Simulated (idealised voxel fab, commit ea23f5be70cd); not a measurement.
process module | voxel capacitor over wiring
cross-section cut | 260 nm wide | cells 5 nm
A cross-section is a grid of square cells, given in bands from the top down. A band is one or more rows of cells.
Each band's line starts with the height of the band's top and of its bottom, in nm. Then come its materials from left to right, each with its width in nm. One material with "throughout" fills the band from edge to edge. "air" is empty space.
Height 0 is the level under which the wafer as received is all one material. The lowest band goes on downwards, as in "0 down".
A width such as "30 to 40" changes by the same amount from each row of cells to the next, from the band's top row to its bottom row.
"no change" after a step means that no cell of the cross-section changed.
closed voids: empty space of 8 cells or more with no open way to the top, each as width x height at its distance from the left edge, in nm
after a step's settings: what the simulator itself notes on the step
overlay nm, on a step with a mask: how far to the right of its planned place the mask lay; to the left if negative
plan
1 op RECEIVE | material Si
2 op CONFORMAL_DEP | material SiO2 | thk nm 15
3 op CONFORMAL_DEP | material SiCN | thk nm 5
4 op DIRECTIONAL_DEP | material lowk | thk nm 25
5 op DIRECTIONAL_DEP | material aC | thk nm 10
6 op PATTERN | tone open | mask id METAL_1 | material resist | width nm 20 | pitch nm 80 | thk nm 30 | overlay nm 0
7 op DIRECTIONAL_ETCH | etch materials aC | depth nm 10
8 op STRIP | etch materials resist
9 op DIRECTIONAL_ETCH | etch materials lowk | depth nm 25
10 op DIRECTIONAL_ETCH | etch materials SiCN | depth nm 5
11 op STRIP | etch materials aC
12 op CONFORMAL_DEP | material TiN | thk nm 5
13 op FILL_DEP | material Ru | thk nm 5
14 op CMP | height nm 45
15 op EPI | material Ru | thk nm 5
16 op FILL_DEP | material SiCN | thk nm 5
17 op DIRECTIONAL_DEP | material SiO2 | thk nm 20
18 op MASKED_ETCH | tone open | mask id PLUG_1 | width nm 15 | etch materials SiO2 | depth nm 20 | overlay nm 0
19 op MASKED_ETCH | tone open | mask id PLUG_1 | width nm 15 | etch materials SiCN | depth nm 5 | overlay nm 0
20 op CONFORMAL_DEP | material TiN | thk nm 5
21 op FILL_DEP | material W | thk nm 10
22 op CMP | height nm 75
23 op DIRECTIONAL_DEP | material TiN | thk nm 5
24 op DIRECTIONAL_DEP | material Al2O3 | thk nm 5
25 op DIRECTIONAL_DEP | material TiN | thk nm 10
26 op PATTERN | tone cover | mask id UPPER_PLATE | material resist | width nm 65 | thk nm 15 | overlay nm 0
27 op DIRECTIONAL_ETCH | etch materials TiN | depth nm 10
28 op DIRECTIONAL_ETCH | etch materials Al2O3 | depth nm 5
29 op STRIP | etch materials resist
30 op PATTERN | tone cover | mask id LOWER_PLATE | material resist | width nm 75 | thk nm 15 | overlay nm 0
31 op DIRECTIONAL_ETCH | etch materials TiN | depth nm 5
32 op STRIP | etch materials resist
33 op FILL_DEP | material SiO2 | thk nm 20
34 op CMP | height nm 110
35 op PATTERN | tone open | mask id PLUG_2 | material resist | width nm 15 | thk nm 15 | overlay nm 0
36 op DIRECTIONAL_ETCH | etch materials SiO2 | depth nm 15
37 op STRIP | etch materials resist
38 op CONFORMAL_DEP | material TiN | thk nm 5
39 op FILL_DEP | material Ru | thk nm 10
40 op CMP | height nm 110
41 op CONFORMAL_DEP | material SiCN | thk nm 5
as received, after step 1
  0 down: Si throughout
  closed voids: none
a wafer at the end: this start, this plan, one mistake
  115 to 110: SiCN throughout
  110 to 100: SiO2 95 | TiN 5 | Ru 5 | TiN 5 | SiO2 150
  100 to 95: SiO2 95 | TiN 15 | SiO2 150
  95 to 85: SiO2 85 | TiN 65 | SiO2 110
  85 to 80: SiO2 85 | Al2O3 65 | SiO2 110
  80 to 75: SiO2 80 | TiN 75 | SiO2 105
  75 to 60: SiO2 85 | TiN 5 | W 5 | TiN 5 | SiO2 160
  60 to 55: SiO2 85 | TiN 15 | SiO2 160
  55 to 50: SiCN 90 | TiN 10 | SiCN 160
  50 to 45: SiCN 75 | Ru 30 | SiCN 50 | Ru 30 | SiCN 75
  45 to 20: lowk 80 | TiN 5 | Ru 10 | TiN 5 | lowk 60 | TiN 5 | Ru 10 | TiN 5 | lowk 80
  20 to 15: SiCN 80 | TiN 20 | SiCN 60 | TiN 20 | SiCN 80
  15 to 0: SiO2 throughout
  0 down: Si throughout
  closed voids: none
what went wrong: step 19 ran as: op MASKED_ETCH | tone open | mask id PLUG_1 | width nm 15 | etch materials SiCN | depth nm 5 | overlay nm 5
